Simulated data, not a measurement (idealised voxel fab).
The process module that follows is named voxel self aligned contacts.
The figure presents cross-section cut, which has a width of 255 nm and is divided into square cells with an edge length of 5 nm.
Format of a cross-section: grid, square cells. Given as bands. Order: top down. Band: one or more rows of cells. In this notation a band is specified by the heights of its top and bottom, in that order and in nm, after which its materials appear from left to right, each paired with its width in nm. The word "all across" attached to a single material means that material fills the band from edge to edge; the word "blank" stands for empty space. For the purposes of this specification, 0 denotes the height below which the wafer in its as-received condition is composed wholly of one material, and the lowermost band, lacking a lower limit, extends downward without end, as expressed in "top 0, no bottom". The two numbers in a width such as "30->40" mark its ends across the band: the first belongs to the top row of cells, the second to the bottom row, and from each row to the next the width moves by the same amount. Basically "all unchanged" means that step didn't change any cell in the cross-section. You'll see "Fully sealed cavities" listing empty spaces that have no way open to the top, as long as they're 8 cells or more; the notation is width x height at distance, where the distance is from the left edge, and all of it is in nm. That trailing text on a step's line, after the settings, is the simulator's own remark on the step. What "overlay nm" on a step's line means: if the step has a mask, that mask lay this far to the right of its planned place, or, when the value is negative, to the left.

### This section lists the process steps that were planned
1: RECEIVE | material Si
2: CONFORMAL_DEP | material SiO2 | thk nm 5
3: DIRECTIONAL_DEP | material polySi | thk nm 30
4: DIRECTIONAL_DEP | material SiN | thk nm 25
5: DIRECTIONAL_DEP | material aC | thk nm 15
6: PATTERN | tone cover | mask id GATE | material resist | width nm 35 | pitch nm 75 | thk nm 35 | overlay nm 0
7: DIRECTIONAL_ETCH | etch materials aC | depth nm 15
8: STRIP | etch materials resist
9: DIRECTIONAL_ETCH | etch materials SiN | depth nm 25
10: DIRECTIONAL_ETCH | etch materials polySi | depth nm 30
11: STRIP | etch materials aC
12: CONFORMAL_DEP | material SiN | thk nm 10
13: DIRECTIONAL_ETCH | etch materials SiN | depth nm 10
14: FILL_DEP | material SiO2 | thk nm 15
15: CMP | height nm 70
16: MASKED_ETCH | tone open | mask id CONTACT | width nm 60 | etch materials SiO2 | depth nm 70 | overlay nm 0
17: CONFORMAL_DEP | material TiN | thk nm 5
18: FILL_DEP | material W | thk nm 10
19: CMP | height nm 70
20: CONFORMAL_DEP | material SiN | thk nm 5

### Wafer as received: cross-section following step 1
    top 0, no bottom = Si all across
    Fully sealed cavities: none

### Starting wafer: above. Plan: above. Run: one mistake. Cross-section after the module: below
    top 90, bottom 85 = SiN all across
    top 85, bottom 75 = W all across
    top 75, bottom 70 = TiN (100), W (50), TiN (105)
    top 70, bottom 60 = SiO2 (95), TiN (5->25), W (50->10), TiN (5->25), SiO2 (100)
    top 60, bottom 35 = SiO2 (60), SiN (55), TiN (5), W (10), TiN (5), SiN (55), SiO2 (65)
    top 35, bottom 5 = SiO2 (60), SiN (10), polySi (35), SiN (10), TiN (5), W (10), TiN (5), SiN (10), polySi (35), SiN (10), SiO2 (65)
    top 5, bottom 0 = SiO2 (115), TiN (20), SiO2 (120)
    top 0, no bottom = Si all across
    Fully sealed cavities: none
The mistake made against the process plan was this: step 19 of the plan got skipped, so it never ran
